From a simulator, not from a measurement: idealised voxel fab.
A process module follows: voxel gate over fins.
Xsec cut, 220 nm wide, square cell size 5 nm.
This document writes a cross-section as a grid whose cells are square, and gives it as bands, listed from the top down; one or more rows of cells form a band. Top height, bottom height, nm. Materials left to right, width each, nm. Single material + "edge to edge" = fills band edge to edge. "blank" = empty. Convention: height 0 is the level below which the wafer, as received, is all one material. The lowest band does not terminate at the bottom but continues downward, represented as "z 0 and below". Quick explanation for "30->40": the width changes in equal steps down the rows of cells, from the first number in the band's top row to the second number in its bottom row. When a step is marked "stayed the same", none of the cells in the cross-section changed during that step. What "Catalogued sealed voids" gives you is every empty space of 8 cells or more that is cut off from the top. Each appears as width x height at distance, with the distance taken from the left edge and width, height and distance all in nm. On a step's line, text after the settings is the simulator commenting on that step. You can add "overlay nm" to a step's line. For a step with a mask, it describes how far the mask lay to the right of its planned position, and a negative number describes a lay to the left.
### This section lists the process steps that were planned
step 1: RECEIVE, material Si
step 2: CONFORMAL_DEP, material SiN, thk nm 5
step 3: DIRECTIONAL_DEP, material aC, thk nm 10
step 4: PATTERN, tone cover, mask id FINS, material resist, width nm 15, pitch nm 40, thk nm 25, overlay nm 0
step 5: DIRECTIONAL_ETCH, etch materials aC, depth nm 10
step 6: STRIP, etch materials resist
step 7: DIRECTIONAL_ETCH, etch materials SiN, depth nm 5
step 8: DIRECTIONAL_ETCH, etch materials Si, depth nm 30
step 9: STRIP, etch materials aC
step 10: FILL_DEP, material SiO2, thk nm 10
step 11: CMP, height nm 5
step 12: SELECTIVE_ETCH, etch materials SiO2, depth nm 20
step 13: STRIP, etch materials SiN
step 14: CONFORMAL_DEP, material HfO2, thk nm 5
step 15: CONFORMAL_DEP, material TiN, thk nm 5
step 16: FILL_DEP, material W, thk nm 15
step 17: CMP, height nm 20
step 18: CONFORMAL_DEP, material SiN, thk nm 5
### So, the first of our two wafers, run just as we planned it
### As-received state of the wafer in cross-section, equivalent to post-step 1
- z 0 and below  Si edge to edge
- Catalogued sealed voids: none
### Take a look at the wafer's cross-section after step 2
- z 5 to 0  SiN edge to edge
- All layers under 0 are left as they were.
### Take a look at the wafer's cross-section after step 3
- z 15 to 5  aC edge to edge
- All layers under 5 are left as they were.
### Take a look at the wafer's cross-section after step 4
- z 40 to 15  blank=80 | resist=15 | blank=25 | resist=15 | blank=85
- All layers under 15 are left as they were.
### Take a look at the wafer's cross-section after step 5
- z 30 to 15  blank=80 | resist=15 | blank=25 | resist=15 | blank=85
- z 15 to 5  blank=80 | aC=15 | blank=25 | aC=15 | blank=85
- All layers under 5 are left as they were.
### Take a look at the wafer's cross-section after step 6
- z 15 to 5  blank=80 | aC=15 | blank=25 | aC=15 | blank=85
- All layers under 5 are left as they were.
### Take a look at the wafer's cross-section after step 7
- z 15 to 5  blank=80 | aC=15 | blank=25 | aC=15 | blank=85
- z 5 to 0  blank=80 | SiN=15 | blank=25 | SiN=15 | blank=85
- All layers under 0 are left as they were.
### Take a look at the wafer's cross-section after step 8
- z 15 to 5  blank=80 | aC=15 | blank=25 | aC=15 | blank=85
- z 5 to 0  blank=80 | SiN=15 | blank=25 | SiN=15 | blank=85
- z 0 to -30  blank=80 | Si=15 | blank=25 | Si=15 | blank=85
- All layers under -30 are left as they were.
### Take a look at the wafer's cross-section after step 9
- z 5 to 0  blank=80 | SiN=15 | blank=25 | SiN=15 | blank=85
- All layers under 0 are left as they were.
### Take a look at the wafer's cross-section after step 10
- z 15 to 5  SiO2 edge to edge
- z 5 to 0  SiO2=80 | SiN=15 | SiO2=25 | SiN=15 | SiO2=85
- z 0 to -30  SiO2=80 | Si=15 | SiO2=25 | Si=15 | SiO2=85
- All layers under -30 are left as they were.
### Take a look at the wafer's cross-section after step 11
- z 5 to 0  SiO2=80 | SiN=15 | SiO2=25 | SiN=15 | SiO2=85
- All layers under 0 are left as they were.
### Take a look at the wafer's cross-section after step 12
- z 5 to 0  blank=80 | SiN=15 | blank=25 | SiN=15 | blank=85
- z 0 to -15  blank=80 | Si=15 | blank=25 | Si=15 | blank=85
- All layers under -15 are left as they were.
### Take a look at the wafer's cross-section after step 13
- z 0 to -15  blank=80 | Si=15 | blank=25 | Si=15 | blank=85
- All layers under -15 are left as they were.
### Take a look at the wafer's cross-section after step 14
- z 5 to 0  blank=75 | HfO2=25 | blank=15 | HfO2=25 | blank=80
- z 0 to -10  blank=75 | HfO2=5 | Si=15 | HfO2=5 | blank=15 | HfO2=5 | Si=15 | HfO2=5 | blank=80
- z -10 to -15  HfO2=80 | Si=15 | HfO2=25 | Si=15 | HfO2=85
- All layers under -15 are left as they were.
### Take a look at the wafer's cross-section after step 15
- z 10 to 5  blank=70 | TiN=35 | blank=5 | TiN=35 | blank=75
- z 5 to 0  blank=70 | TiN=5 | HfO2=25 | TiN=5 | blank=5 | TiN=5 | HfO2=25 | TiN=5 | blank=75
- z 0 to -5  blank=70 | TiN=5 | HfO2=5 | Si=15 | HfO2=5 | TiN=5 | blank=5 | TiN=5 | HfO2=5 | Si=15 | HfO2=5 | TiN=5 | blank=75
- z -5 to -10  TiN=75 | HfO2=5 | Si=15 | HfO2=5 | TiN=15 | HfO2=5 | Si=15 | HfO2=5 | TiN=80
- All layers under -10 are left as they were.
### Take a look at the wafer's cross-section after step 16
- z 25 to 10  W edge to edge
- z 10 to 5  W=70 | TiN=35 | W=5 | TiN=35 | W=75
- z 5 to 0  W=70 | TiN=5 | HfO2=25 | TiN=5 | W=5 | TiN=5 | HfO2=25 | TiN=5 | W=75
- z 0 to -5  W=70 | TiN=5 | HfO2=5 | Si=15 | HfO2=5 | TiN=5 | W=5 | TiN=5 | HfO2=5 | Si=15 | HfO2=5 | TiN=5 | W=75
- All layers under -5 are left as they were.
### Take a look at the wafer's cross-section after step 17
- z 20 to 10  W edge to edge
- All layers under 10 are left as they were.
### Take a look at the wafer's cross-section after step 18
- z 25 to 20  SiN edge to edge
- All layers under 20 are left as they were.
### Second wafer, same starting conditions and recipe as the first, one mistake in executing it, nothing differs from the first up to and including step 13
### Second wafer, cross-section, planned end of step 14
- z 5 to 0  blank=75 | aC=25 | blank=15 | aC=25 | blank=80
- z 0 to -10  blank=75 | aC=5 | Si=15 | aC=5 | blank=15 | aC=5 | Si=15 | aC=5 | blank=80
- z -10 to -15  aC=80 | Si=15 | aC=25 | Si=15 | aC=85
- All layers under -15 are left as they were.
### Second wafer, cross-section, planned end of step 15
- z 10 to 5  blank=70 | TiN=35 | blank=5 | TiN=35 | blank=75
- z 5 to 0  blank=70 | TiN=5 | aC=25 | TiN=5 | blank=5 | TiN=5 | aC=25 | TiN=5 | blank=75
- z 0 to -5  blank=70 | TiN=5 | aC=5 | Si=15 | aC=5 | TiN=5 | blank=5 | TiN=5 | aC=5 | Si=15 | aC=5 | TiN=5 | blank=75
- z -5 to -10  TiN=75 | aC=5 | Si=15 | aC=5 | TiN=15 | aC=5 | Si=15 | aC=5 | TiN=80
- All layers under -10 are left as they were.
### Second wafer, cross-section, planned end of step 16
- z 25 to 10  W edge to edge
- z 10 to 5  W=70 | TiN=35 | W=5 | TiN=35 | W=75
- z 5 to 0  W=70 | TiN=5 | aC=25 | TiN=5 | W=5 | TiN=5 | aC=25 | TiN=5 | W=75
- z 0 to -5  W=70 | TiN=5 | aC=5 | Si=15 | aC=5 | TiN=5 | W=5 | TiN=5 | aC=5 | Si=15 | aC=5 | TiN=5 | W=75
- All layers under -5 are left as they were.
### Second wafer, cross-section, planned end of step 17
- z 20 to 10  W edge to edge
- All layers under 10 are left as they were.
### Second wafer, cross-section, planned end of step 18
- z 25 to 20  SiN edge to edge
- All layers under 20 are left as they were.
Deviation from plan: note that step 14 departed from the planned setting and was carried out as CONFORMAL_DEP, material aC, thk nm 5
Per the end-of-run cell counts, the second wafer holds more or fewer of some materials than the first: -56 HfO2; +56 aC
